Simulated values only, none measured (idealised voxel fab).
This section sets out a process module, namely voxel ribs on slabs.
We display cut, a cross-section 275 nm in width whose square cells are each 5 nm.
A cross-section is a grid of square cells, given in bands from the top down. A band is one or more rows of cells.
A band entry consists of two parts. The first gives the height of the band's top and the height of its bottom, in nm. The rest lists the band's materials from left to right, each with its width in nm. A single material labelled with the word "edge to edge" fills the band from edge to edge, and the word "empty" marks empty space.
Heights are reckoned from 0. Under this level, the received wafer is all of one material. The bottommost band is open-ended downward, for example "0 and below".
The expression "30..40" gives the width at the extremes of the band, the first number at its top row of cells and the second at its bottom row, with the width changing by equal amounts from each row to the next in between.
"no modification" (step): cross-section cells unchanged, all of them.
"Non-vented voids" lists enclosed empty spaces (at least 8 cells, no open path upward to the top), each as width x height at distance from the left edge, in nm.
On a step's line, text after the settings is the simulator commenting on that step.
"overlay nm", when on a step's line for a step with a mask, measures how far to the right of its planned place the mask lay; a negative measure means to the left.

THE STEPS PLANNED FOR THE PROCESS ARE AS FOLLOWS
1,RECEIVE: material Si
2,DIRECTIONAL_DEP: material SiO2, thk nm 25
3,DIRECTIONAL_DEP: material SiN, thk nm 15
4,MASKED_ETCH: tone cover, mask id RIB, width nm 15, etch materials SiN, depth nm 10, overlay nm 0
5,PATTERN: tone cover, mask id SLAB, material resist, width nm 55, thk nm 20, overlay nm 0
6,DIRECTIONAL_ETCH: etch materials SiN, depth nm 5
7,STRIP: etch materials resist
8,FILL_DEP: material SiO2, thk nm 15
9,CMP: height nm 50
10,DIRECTIONAL_DEP: material TiN, thk nm 10
11,PATTERN: tone cover, mask id HEATER, material resist, width nm 25, thk nm 15, overlay nm 0
12,DIRECTIONAL_ETCH: etch materials TiN, depth nm 10
13,STRIP: etch materials resist
14,CONFORMAL_DEP: material SiN, thk nm 5

CROSS-SECTION OF THE WAFER AS IT CAME TO US, I.E., ALREADY THROUGH STEP 1
  0 and below: Si edge to edge
  Non-vented voids: none

HERE'S THE CROSS-SECTION OF THE FIRST OF OUR TWO WAFERS AT THE END OF THE MODULE - IT RAN AS PLANNED
  65 down to 60: empty 120 nm; SiN 35 nm; empty 120 nm
  60 down to 55: empty 120 nm; SiN 5 nm; TiN 25 nm; SiN 5 nm; empty 120 nm
  55 down to 50: SiN 125 nm; TiN 25 nm; SiN 125 nm
  50 down to 40: SiO2 edge to edge
  40 down to 30: SiO2 130 nm; SiN 15 nm; SiO2 130 nm
  30 down to 25: SiO2 110 nm; SiN 55 nm; SiO2 110 nm
  25 down to 0: SiO2 edge to edge
  0 and below: Si edge to edge
  Non-vented voids: none

SECOND WAFER THROUGH THE MODULE, SECTIONED AT THE END: SAME BEGINNING AND SAME PLAN AS THE FIRST WAFER, WITH ONE MISTAKE IN CARRYING IT OUT
  65 down to 60: SiN 130 nm; empty 15 nm; SiN 130 nm
  60 down to 55: TiN 125 nm; SiN 5 nm; empty 15 nm; SiN 5 nm; TiN 125 nm
  55 down to 50: TiN 125 nm; SiN 25 nm; TiN 125 nm
  50 down to 40: SiO2 edge to edge
  40 down to 30: SiO2 130 nm; SiN 15 nm; SiO2 130 nm
  30 down to 25: SiO2 110 nm; SiN 55 nm; SiO2 110 nm
  25 down to 0: SiO2 edge to edge
  0 and below: Si edge to edge
  Non-vented voids: none
Deviation from plan: step 11, actual vs plan mismatch, actual run PATTERN: tone open, mask id HEATER, material resist, width nm 25, thk nm 15, overlay nm 0
Final wafer comparison in cells, second versus first, more or fewer per material: TiN: 90 more
